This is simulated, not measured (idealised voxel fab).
process module | voxel plated lines
cross-section cut | 200 nm wide | cells 5 nm
A cross-section is a grid of square cells, given in bands from the top down. A band is one or more rows of cells.
Each band's line starts with the height of the band's top and of its bottom, in nm. Then come its materials from left to right, each with its width in nm. One material with "throughout" fills the band from edge to edge. "air" is empty space.
Height 0 is the level under which the wafer as received is all one material. The lowest band goes on downwards, as in "0 down".
A width such as "30 to 40" changes by the same amount from each row of cells to the next, from the band's top row to its bottom row.
"no change" after a step means that no cell of the cross-section changed.
closed voids: empty space of 8 cells or more with no open way to the top, each as width x height at its distance from the left edge, in nm
after a step's settings: what the simulator itself notes on the step
overlay nm, on a step with a mask: how far to the right of its planned place the mask lay; to the left if negative
plan
1 op RECEIVE | material Si
2 op CONFORMAL_DEP | material Al2O3 | thk nm 10
3 op DIRECTIONAL_DEP | material TiN | thk nm 5
4 op PATTERN | tone open | mask id LINES | material resist | width nm 25 | pitch nm 55 | thk nm 35 | overlay nm 0
5 op EPI | material Ru | thk nm 10
6 op EPI | material Ru | thk nm 5
7 op EPI | material Ru | thk nm 5
8 op STRIP | etch materials resist
9 op DIRECTIONAL_ETCH | etch materials TiN | depth nm 5
10 op CONFORMAL_DEP | material SiN | thk nm 10
as received, after step 1
  0 down: Si throughout
  closed voids: none
a wafer at the end: this start, this plan, one mistake
  45 to 35: air 50 | SiN 50 | air 5 | SiN 50 | air 45
  35 to 20: air 50 | SiN 10 | Ru 30 | SiN 10 | air 5 | SiN 10 | Ru 30 | SiN 10 | air 45
  20 to 15: SiN 60 | Ru 30 | SiN 25 | Ru 30 | SiN 55
  15 to 10: SiN 60 | TiN 30 | SiN 25 | TiN 30 | SiN 55
  10 to 0: Al2O3 throughout
  0 down: Si throughout
  closed voids: none
what went wrong: step 4 ran as: op PATTERN | tone open | mask id LINES | material resist | width nm 30 | pitch nm 55 | thk nm 35 | overlay nm 0
